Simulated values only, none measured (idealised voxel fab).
Process module heading - voxel capacitor over wiring
Xsec cut, 265 nm wide, square cell size 5 nm.
Cross-section layout: square cells on a grid; listed as bands, top to bottom; a band spans one or more cell rows. The entry gives the band's vertical extent as a top height and a bottom height in nm, then its horizontal make-up as materials from left to right, each with a width in nm. "blank" stands for empty space; a single material marked "all across" fills the band edge to edge. Heights are measured from 0, the level below which the as-received wafer is all one material; the lowest band has no bottom and continues downward, written as in "top 0, no bottom". Quick explanation for "30 to 40": the width changes in equal steps down the rows of cells, from the first number in the band's top row to the second number in its bottom row. Any step labelled "remained unchanged" changed none of the cells in the cross-section. So "Closed void list" is basically the list of trapped voids: any empty space of 8 cells or more that can't reach the top through an opening. They're written width x height at distance, the distance being from the left edge, and it's all nm. What comes after the settings on a step's line is commentary from the simulator itself on that step. "overlay nm" answers the question of how far to the right of plan the mask lay on a step that has a mask, and when it is negative the answer is to the left.
# Steps in the process plan
1,RECEIVE,material Si
2,CONFORMAL_DEP,material SiO2,thk nm 10
3,DIRECTIONAL_DEP,material TiN,thk nm 5
4,DIRECTIONAL_DEP,material Ru,thk nm 15
5,PATTERN,tone cover,mask id METAL_1,material resist,width nm 30,pitch nm 100,thk nm 15,overlay nm 0
6,DIRECTIONAL_ETCH,etch materials Ru,depth nm 15
7,DIRECTIONAL_ETCH,etch materials TiN,depth nm 5
8,STRIP,etch materials resist
9,FILL_DEP,material SiO2,thk nm 10
10,CMP,height nm 30
11,CONFORMAL_DEP,material SiCN,thk nm 5
12,DIRECTIONAL_DEP,material SiO2,thk nm 20
13,PATTERN,tone open,mask id PLUG_1,material resist,width nm 15,thk nm 20,overlay nm 0
14,DIRECTIONAL_ETCH,etch materials SiO2,depth nm 20
15,DIRECTIONAL_ETCH,etch materials SiCN,depth nm 5
16,STRIP,etch materials resist
17,CONFORMAL_DEP,material TiN,thk nm 5
18,FILL_DEP,material W,thk nm 5
19,CMP,height nm 55
20,DIRECTIONAL_DEP,material TiN,thk nm 10
21,DIRECTIONAL_DEP,material SiN,thk nm 5
22,DIRECTIONAL_DEP,material TiN,thk nm 5
23,DIRECTIONAL_DEP,material aC,thk nm 10
24,PATTERN,tone cover,mask id UPPER_PLATE,material resist,width nm 75,thk nm 30,overlay nm 0
25,DIRECTIONAL_ETCH,etch materials aC,depth nm 10
26,STRIP,etch materials resist
27,DIRECTIONAL_ETCH,etch materials TiN,depth nm 5
28,DIRECTIONAL_ETCH,etch materials SiN,depth nm 5
29,STRIP,etch materials aC
30,DIRECTIONAL_DEP,material aC,thk nm 15
31,PATTERN,tone cover,mask id LOWER_PLATE,material resist,width nm 85,thk nm 30,overlay nm 0
32,DIRECTIONAL_ETCH,etch materials aC,depth nm 15
33,STRIP,etch materials resist
34,DIRECTIONAL_ETCH,etch materials TiN,depth nm 10
35,STRIP,etch materials aC
36,FILL_DEP,material SiO2,thk nm 15
37,CMP,height nm 85
38,DIRECTIONAL_DEP,material aC,thk nm 15
39,PATTERN,tone open,mask id PLUG_2,material resist,width nm 15,thk nm 30,overlay nm 0
40,DIRECTIONAL_ETCH,etch materials aC,depth nm 15
41,STRIP,etch materials resist
42,DIRECTIONAL_ETCH,etch materials SiO2,depth nm 10
43,STRIP,etch materials aC
44,CONFORMAL_DEP,material TiN,thk nm 5
45,FILL_DEP,material Cu,thk nm 5
46,CMP,height nm 85
47,CONFORMAL_DEP,material SiN,thk nm 5
# The following pertains to the first of two wafers, which was processed as planned
# As received (post step 1): cross-section
> top 0, no bottom = Si all across
> Closed void list: none
# Take a look at the wafer's cross-section after step 2
> top 10, bottom 0 = SiO2 all across
> Note: structure below 0 unchanged.
# Take a look at the wafer's cross-section after step 3
> top 15, bottom 10 = TiN all across
> Note: structure below 10 unchanged.
# Take a look at the wafer's cross-section after step 4
> top 30, bottom 15 = Ru all across
> Note: structure below 15 unchanged.
# Take a look at the wafer's cross-section after step 5
> top 45, bottom 30 = 65 blank; 30 resist; 70 blank; 30 resist; 70 blank
> Note: structure below 30 unchanged.
# Take a look at the wafer's cross-section after step 6
> top 45, bottom 30 = 65 blank; 30 resist; 70 blank; 30 resist; 70 blank
> top 30, bottom 15 = 65 blank; 30 Ru; 70 blank; 30 Ru; 70 blank
> Note: structure below 15 unchanged.
# Take a look at the wafer's cross-section after step 7
> top 45, bottom 30 = 65 blank; 30 resist; 70 blank; 30 resist; 70 blank
> top 30, bottom 15 = 65 blank; 30 Ru; 70 blank; 30 Ru; 70 blank
> top 15, bottom 10 = 65 blank; 30 TiN; 70 blank; 30 TiN; 70 blank
> Note: structure below 10 unchanged.
# Take a look at the wafer's cross-section after step 8
> top 30, bottom 15 = 65 blank; 30 Ru; 70 blank; 30 Ru; 70 blank
> Note: structure below 15 unchanged.
# Take a look at the wafer's cross-section after step 9
> top 40, bottom 30 = SiO2 all across
> top 30, bottom 15 = 65 SiO2; 30 Ru; 70 SiO2; 30 Ru; 70 SiO2
> top 15, bottom 10 = 65 SiO2; 30 TiN; 70 SiO2; 30 TiN; 70 SiO2
> Note: structure below 10 unchanged.
# Take a look at the wafer's cross-section after step 10
> top 30, bottom 15 = 65 SiO2; 30 Ru; 70 SiO2; 30 Ru; 70 SiO2
> Note: structure below 15 unchanged.
# Take a look at the wafer's cross-section after step 11
> top 35, bottom 30 = SiCN all across
> Note: structure below 30 unchanged.
# Take a look at the wafer's cross-section after step 12
> top 55, bottom 35 = SiO2 all across
> Note: structure below 35 unchanged.
# Take a look at the wafer's cross-section after step 13
> top 75, bottom 55 = 80 resist; 15 blank; 170 resist
> Note: structure below 55 unchanged.
# Take a look at the wafer's cross-section after step 14
> top 75, bottom 55 = 80 resist; 15 blank; 170 resist
> top 55, bottom 35 = 80 SiO2; 15 blank; 170 SiO2
> Note: structure below 35 unchanged.
# Take a look at the wafer's cross-section after step 15
> top 75, bottom 55 = 80 resist; 15 blank; 170 resist
> top 55, bottom 35 = 80 SiO2; 15 blank; 170 SiO2
> top 35, bottom 30 = 80 SiCN; 15 blank; 170 SiCN
> Note: structure below 30 unchanged.
# Take a look at the wafer's cross-section after step 16
> top 55, bottom 35 = 80 SiO2; 15 blank; 170 SiO2
> Note: structure below 35 unchanged.
# Take a look at the wafer's cross-section after step 17
> top 60, bottom 55 = 85 TiN; 5 blank; 175 TiN
> top 55, bottom 35 = 80 SiO2; 5 TiN; 5 blank; 5 TiN; 170 SiO2
> top 35, bottom 30 = 80 SiCN; 15 TiN; 170 SiCN
> Note: structure below 30 unchanged.
# Take a look at the wafer's cross-section after step 18
> top 65, bottom 60 = W all across
> top 60, bottom 55 = 85 TiN; 5 W; 175 TiN
> top 55, bottom 35 = 80 SiO2; 5 TiN; 5 W; 5 TiN; 170 SiO2
> Note: structure below 35 unchanged.
# Take a look at the wafer's cross-section after step 19
> top 55, bottom 35 = 80 SiO2; 5 TiN; 5 W; 5 TiN; 170 SiO2
> Note: structure below 35 unchanged.
# Take a look at the wafer's cross-section after step 20
> top 65, bottom 55 = TiN all across
> Note: structure below 55 unchanged.
# Take a look at the wafer's cross-section after step 21
> top 70, bottom 65 = SiN all across
> Note: structure below 65 unchanged.
# Take a look at the wafer's cross-section after step 22
> top 75, bottom 70 = TiN all across
> Note: structure below 70 unchanged.
# Take a look at the wafer's cross-section after step 23
> top 85, bottom 75 = aC all across
> Note: structure below 75 unchanged.
# Take a look at the wafer's cross-section after step 24
> top 115, bottom 85 = 80 blank; 75 resist; 110 blank
> Note: structure below 85 unchanged.
# Take a look at the wafer's cross-section after step 25
> top 105, bottom 85 = 80 blank; 75 resist; 110 blank
> top 85, bottom 75 = 80 blank; 75 aC; 110 blank
> Note: structure below 75 unchanged.
# Take a look at the wafer's cross-section after step 26
> top 85, bottom 75 = 80 blank; 75 aC; 110 blank
> Note: structure below 75 unchanged.
# Take a look at the wafer's cross-section after step 27
> top 85, bottom 75 = 80 blank; 75 aC; 110 blank
> top 75, bottom 70 = 80 blank; 75 TiN; 110 blank
> Note: structure below 70 unchanged.
# Take a look at the wafer's cross-section after step 28
> top 85, bottom 75 = 80 blank; 75 aC; 110 blank
> top 75, bottom 70 = 80 blank; 75 TiN; 110 blank
> top 70, bottom 65 = 80 blank; 75 SiN; 110 blank
> Note: structure below 65 unchanged.
# Take a look at the wafer's cross-section after step 29
> top 75, bottom 70 = 80 blank; 75 TiN; 110 blank
> Note: structure below 70 unchanged.
# Take a look at the wafer's cross-section after step 30
> top 90, bottom 80 = 80 blank; 75 aC; 110 blank
> top 80, bottom 75 = aC all across
> top 75, bottom 70 = 80 aC; 75 TiN; 110 aC
> top 70, bottom 65 = 80 aC; 75 SiN; 110 aC
> Note: structure below 65 unchanged.
# Take a look at the wafer's cross-section after step 31
> top 120, bottom 90 = 75 blank; 85 resist; 105 blank
> top 90, bottom 80 = 75 blank; 5 resist; 75 aC; 5 resist; 105 blank
> Note: structure below 80 unchanged.
# Take a look at the wafer's cross-section after step 32
> top 105, bottom 90 = 75 blank; 85 resist; 105 blank
> top 90, bottom 80 = 75 blank; 5 resist; 75 aC; 5 resist; 105 blank
> top 80, bottom 75 = 75 blank; 85 aC; 105 blank
> top 75, bottom 70 = 75 blank; 5 aC; 75 TiN; 5 aC; 105 blank
> top 70, bottom 65 = 75 blank; 5 aC; 75 SiN; 5 aC; 105 blank
> Note: structure below 65 unchanged.
# Take a look at the wafer's cross-section after step 33
> top 90, bottom 80 = 80 blank; 75 aC; 110 blank
> Note: structure below 80 unchanged.
# Take a look at the wafer's cross-section after step 34
> top 90, bottom 80 = 80 blank; 75 aC; 110 blank
> top 80, bottom 75 = 75 blank; 85 aC; 105 blank
> top 75, bottom 70 = 75 blank; 5 aC; 75 TiN; 5 aC; 105 blank
> top 70, bottom 65 = 75 blank; 5 aC; 75 SiN; 5 aC; 105 blank
> top 65, bottom 55 = 75 blank; 85 TiN; 105 blank
> Note: structure below 55 unchanged.
# Take a look at the wafer's cross-section after step 35
> top 75, bottom 70 = 80 blank; 75 TiN; 110 blank
> top 70, bottom 65 = 80 blank; 75 SiN; 110 blank
> Note: structure below 65 unchanged.
# Take a look at the wafer's cross-section after step 36
> top 90, bottom 75 = SiO2 all across
> top 75, bottom 70 = 80 SiO2; 75 TiN; 110 SiO2
> top 70, bottom 65 = 80 SiO2; 75 SiN; 110 SiO2
> top 65, bottom 55 = 75 SiO2; 85 TiN; 105 SiO2
> Note: structure below 55 unchanged.
# Take a look at the wafer's cross-section after step 37
> top 85, bottom 75 = SiO2 all across
> Note: structure below 75 unchanged.
# Take a look at the wafer's cross-section after step 38
> top 100, bottom 85 = aC all across
> Note: structure below 85 unchanged.
# Take a look at the wafer's cross-section after step 39
> top 130, bottom 100 = 90 resist; 15 blank; 160 resist
> Note: structure below 100 unchanged.
# Take a look at the wafer's cross-section after step 40
> top 115, bottom 100 = 90 resist; 15 blank; 160 resist
> top 100, bottom 85 = 90 aC; 15 blank; 160 aC
> Note: structure below 85 unchanged.
# Take a look at the wafer's cross-section after step 41
> top 100, bottom 85 = 90 aC; 15 blank; 160 aC
> Note: structure below 85 unchanged.
# Take a look at the wafer's cross-section after step 42
> top 100, bottom 85 = 90 aC; 15 blank; 160 aC
> top 85, bottom 75 = 90 SiO2; 15 blank; 160 SiO2
> Note: structure below 75 unchanged.
# Take a look at the wafer's cross-section after step 43
> top 85, bottom 75 = 90 SiO2; 15 blank; 160 SiO2
> Note: structure below 75 unchanged.
# Take a look at the wafer's cross-section after step 44
> top 90, bottom 85 = 95 TiN; 5 blank; 165 TiN
> top 85, bottom 80 = 90 SiO2; 5 TiN; 5 blank; 5 TiN; 160 SiO2
> top 80, bottom 70 = 90 to 80 SiO2; 15 to 75 TiN; 160 to 110 SiO2
> Note: structure below 70 unchanged.
# Take a look at the wafer's cross-section after step 45
> top 95, bottom 90 = Cu all across
> top 90, bottom 85 = 95 TiN; 5 Cu; 165 TiN
> top 85, bottom 80 = 90 SiO2; 5 TiN; 5 Cu; 5 TiN; 160 SiO2
> Note: structure below 80 unchanged.
# Take a look at the wafer's cross-section after step 46
> top 85, bottom 80 = 90 SiO2; 5 TiN; 5 Cu; 5 TiN; 160 SiO2
> Note: structure below 80 unchanged.
# Take a look at the wafer's cross-section after step 47
> top 90, bottom 85 = SiN all across
> Note: structure below 85 unchanged.
# Second wafer, same starting conditions and recipe as the first, one mistake in executing it, nothing differs from the first up to and including step 45
# Cross-section of the second wafer at the time step 46 of the plan should have ended
> top 75, bottom 70 = 80 SiO2; 75 TiN; 110 SiO2
> Note: structure below 70 unchanged.
# Cross-section of the second wafer at the time step 47 of the plan should have ended
> top 80, bottom 75 = SiN all across
> Note: structure below 75 unchanged.
Finding, execution versus plan: step 46 went in with a setting other than planned; the actual run was CMP,height nm 75
The final cell counts differ between the wafers, with the second having more or fewer of some materials than the first: Cu -1 | SiO2 -100 | TiN -5
